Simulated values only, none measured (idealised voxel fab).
Name of the process module below: voxel released beams
Section shown: cut. Width: 165 nm. Cell size: 5 nm, square.
Notation: cross-section as square-cell grid; stated in bands, top first, going down; one or more cell rows per band.
Within each band entry, the heights of the top and of the bottom of the band appear first, in that order and in nm; the materials of the band then follow from left to right, each with its corresponding width in nm. The designation "everywhere" on a single material indicates that it fills the band from edge to edge; the designation "blank" indicates empty space.
Heights from 0 (as-received wafer is one material below). Bottom band endless downward, as "0..down".
Width spec "30->40" -> top row of cells at first value, bottom row at second value, equal per-row change in between.
Reading "no change" for a step: not a cell of the cross-section changed in it.
Closed empty spaces (no open way to the top) of 8 cells or more are what "Encapsulated voids" lists, each as width x height at distance from the left edge, nm for all three.
Whatever follows a step's settings on its line is a remark the simulator itself makes about that step.
A step's line can hold "overlay nm"; with a mask on that step, the setting says how far right of the planned place the mask lay, while a negative setting says it lay to the left.
### Steps in the process plan
| 1 | RECEIVE,material Si |
| 2 | CONFORMAL_DEP,material SiN,thk nm 10 |
| 3 | DIRECTIONAL_DEP,material SiO2,thk nm 20 |
| 4 | PATTERN,tone open,mask id ANCHOR,material resist,width nm 30,thk nm 20,overlay nm 0 |
| 5 | DIRECTIONAL_ETCH,etch materials SiO2,depth nm 20 |
| 6 | STRIP,etch materials resist |
| 7 | CONFORMAL_DEP,material TiN,thk nm 10 |
| 8 | MASKED_ETCH,tone cover,mask id BEAM,width nm 115,etch materials TiN,depth nm 10,overlay nm 0 |
| 9 | STRIP,etch materials SiO2 |
### Cross-section of the wafer upon arrival, representing the state reached after step 1
- 0..down  Si everywhere
- Encapsulated voids: none
### Run as planned - first of the two wafers cross-sectioned at the end of the module
- 40..30  blank 20 nm, then TiN 15 nm, then blank 10 nm, then TiN 90 nm, then blank 30 nm
- 30..20  blank 25 nm, then TiN 10 nm, then blank 10 nm, then TiN 10 nm, then blank 110 nm
- 20..10  blank 25 nm, then TiN 30 nm, then blank 110 nm
- 10..0  SiN everywhere
- 0..down  Si everywhere
- Encapsulated voids: none
### Cross-sectional image of the second wafer of the two following completion of the module. Starting state and process plan were the same as for the first wafer; one execution error occurred
- 40..30  blank 20 nm, then TiN 45 nm, then blank 100 nm
- 30..20  blank 15 nm, then TiN 10 nm, then SiO2 30 nm, then TiN 10 nm, then blank 100 nm
- 20..10  blank 15 nm, then TiN 10 nm, then SiO2 30 nm, then TiN 80 nm, then blank 30 nm
- 10..0  SiN everywhere
- 0..down  Si everywhere
- Encapsulated voids: none
Which mistake was made when the wafer was run? step 4 went in with a setting other than planned; the actual run was PATTERN,tone cover,mask id ANCHOR,material resist,width nm 30,thk nm 20,overlay nm 0
Bottom line after processing is that, in cells, the second wafer is up or down on some materials versus the first: SiO2: 24 more
